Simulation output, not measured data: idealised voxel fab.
The name of this process module is voxel transistor to metal.
Cross-sectional view cut (width: 285 nm; square cell size: 5 nm).
Each cross-section below is a grid of square cells, stated as bands in top-down order, with one or more rows of cells making up each band. Each band's line starts with the height of the band's top and of its bottom, in nm. Then come its materials from left to right, each with its width in nm. One material with "edge to edge" fills the band from edge to edge. "blank" is empty space. Heights are reckoned from 0. Under this level, the received wafer is all of one material. The bottommost band is open-ended downward, for example "from 0 down". Width: "30->40" (first number = top row, second number = bottom row, same change from row to row of cells). A step reported as "changes: none" is a step in which no cell of the cross-section changed. "Voids lacking openings": empty spaces of 8 cells or more with no open way to the top, each given as width x height at distance, distance from the left edge, all in nm. On each step's line, the part that comes after the settings is the simulator's own comment on the step. A step's line can hold "overlay nm"; with a mask on that step, the setting says how far right of the planned place the mask lay, while a negative setting says it lay to the left.
THE STEPS PLANNED FOR THE PROCESS ARE AS FOLLOWS
- 1: op RECEIVE | material Si
- 2: op OXIDIZE | depth nm 5
- 3: op CONFORMAL_DEP | material SiN | thk nm 10
- 4: op MASKED_ETCH | tone cover | mask id ACTIVE | width nm 100 | pitch nm 130 | etch materials SiN | depth nm 10 | overlay nm 0
- 5: op MASKED_ETCH | tone cover | mask id ACTIVE | width nm 100 | pitch nm 130 | etch materials SiO2 | depth nm 5 | overlay nm 0
- 6: op MASKED_ETCH | tone cover | mask id ACTIVE | width nm 100 | pitch nm 130 | etch materials Si | depth nm 30 | overlay nm 0
- 7: op FILL_DEP | material SiO2 | thk nm 5
- 8: op CMP | height nm 10
- 9: op SELECTIVE_ETCH | etch materials SiO2 | depth nm 5
- 10: op STRIP | etch materials SiN
- 11: op SELECTIVE_ETCH | etch materials SiO2 | depth nm 5
- 12: op OXIDIZE | depth nm 5
- 13: op DIRECTIONAL_DEP | material polySi | thk nm 25
- 14: op DIRECTIONAL_DEP | material SiCN | thk nm 15
- 15: op DIRECTIONAL_DEP | material aC | thk nm 15
- 16: op PATTERN | tone cover | mask id GATE | material resist | width nm 20 | pitch nm 130 | thk nm 35 | overlay nm 0
- 17: op DIRECTIONAL_ETCH | etch materials aC | depth nm 15
- 18: op STRIP | etch materials resist
- 19: op DIRECTIONAL_ETCH | etch materials SiCN | depth nm 25
- 20: op DIRECTIONAL_ETCH | etch materials polySi | depth nm 35
- 21: op STRIP | etch materials aC
- 22: op CONFORMAL_DEP | material SiO2 | thk nm 5
- 23: op DIRECTIONAL_ETCH | etch materials SiO2 | depth nm 5
- 24: op CONFORMAL_DEP | material SiN | thk nm 10
- 25: op DIRECTIONAL_ETCH | etch materials SiN | depth nm 10
- 26: op DIRECTIONAL_ETCH | etch materials SiO2 | depth nm 5
- 27: op EPI | material pSi | thk nm 5
- 28: op FILL_DEP | material SiO2 | thk nm 10
- 29: op CMP | height nm 35
- 30: op DIRECTIONAL_DEP | material SiO2 | thk nm 15
- 31: op PATTERN | tone open | mask id CONTACT | material resist | width nm 15 | pitch nm 65 | thk nm 20 | overlay nm 0
- 32: op DIRECTIONAL_ETCH | etch materials SiO2 | depth nm 55
- 33: op STRIP | etch materials resist
- 34: op CONFORMAL_DEP | material TiN | thk nm 5
- 35: op FILL_DEP | material Ru | thk nm 5
- 36: op CMP | height nm 50
- 37: op CONFORMAL_DEP | material SiCN | thk nm 5
- 38: op DIRECTIONAL_DEP | material lowk | thk nm 20
- 39: op PATTERN | tone open | mask id METAL_1 | material resist | width nm 15 | pitch nm 65 | thk nm 15 | overlay nm 0
- 40: op DIRECTIONAL_ETCH | etch materials lowk | depth nm 20
- 41: op DIRECTIONAL_ETCH | etch materials SiCN | depth nm 5
- 42: op STRIP | etch materials resist
- 43: op CONFORMAL_DEP | material TiN | thk nm 5
- 44: op FILL_DEP | material W | thk nm 10
- 45: op CMP | height nm 75
- 46: op EPI | material Ru | thk nm 5
- 47: op FILL_DEP | material SiCN | thk nm 5
CROSS-SECTION OF THE INCOMING WAFER, STATE AFTER STEP 1
> from 0 down | Si edge to edge
> Voids lacking openings: none
END-OF-MODULE CROSS-SECTION. STARTING STRUCTURE AND PROCESS PLAN AS ABOVE; ONE MISTAKE MADE IN RUNNING IT
> from 80 to 75 | blank=30 | Ru=25 | blank=40 | Ru=25 | blank=40 | Ru=25 | blank=40 | Ru=25 | blank=35
> from 75 to 55 | lowk=35 | TiN=5 | W=5 | TiN=5 | lowk=50 | TiN=5 | W=5 | TiN=5 | lowk=50 | TiN=5 | W=5 | TiN=5 | lowk=50 | TiN=5 | W=5 | TiN=5 | lowk=40
> from 55 to 50 | SiCN=35 | TiN=15 | SiCN=50 | TiN=15 | SiCN=50 | TiN=15 | SiCN=50 | TiN=15 | SiCN=40
> from 50 to 35 | SiO2=35 | TiN=5 | Ru=5 | TiN=5 | SiO2=50 | TiN=5 | Ru=5 | TiN=5 | SiO2=50 | TiN=5 | Ru=5 | TiN=5 | SiO2=50 | TiN=5 | Ru=5 | TiN=5 | SiO2=40
> from 35 to 20 | SiO2=35 | TiN=5 | Ru=5 | TiN=5 | SiN=10 | SiO2=5 | SiCN=20 | SiO2=5 | SiN=10 | TiN=5 | Ru=5 | TiN=5 | SiO2=50 | TiN=5 | Ru=5 | TiN=5 | SiN=10 | SiO2=5 | SiCN=20 | SiO2=5 | SiN=10 | TiN=5 | Ru=5 | TiN=5 | SiO2=40
> from 20 to 0 | SiO2=35 | TiN=5 | Ru=5 | TiN=5 | SiN=10 | SiO2=5 | polySi=20 | SiO2=5 | SiN=10 | TiN=5 | Ru=5 | TiN=5 | SiO2=50 | TiN=5 | Ru=5 | TiN=5 | SiN=10 | SiO2=5 | polySi=20 | SiO2=5 | SiN=10 | TiN=5 | Ru=5 | TiN=5 | SiO2=40
> from 0 to -5 | SiO2=25 | SiN=10 | TiN=15 | SiN=10 | SiO2=5 | polySi=20 | SiO2=5 | SiN=10 | TiN=15 | SiN=10 | SiO2=30 | SiN=10 | TiN=15 | SiN=10 | SiO2=5 | polySi=20 | SiO2=5 | SiN=10 | TiN=15 | SiN=10 | SiO2=30
> from -5 to -10 | SiO2=35 | pSi=15 | SiO2=50 | pSi=15 | SiO2=50 | pSi=15 | SiO2=50 | pSi=15 | SiO2=40
> from -10 to -35 | SiO2=25 | Si=100 | SiO2=30 | Si=100 | SiO2=30
> from -35 down | Si edge to edge
> Voids lacking openings: none
In executing the process, a mistake was made relative to the plan: skipped: plan step 47 (never run)
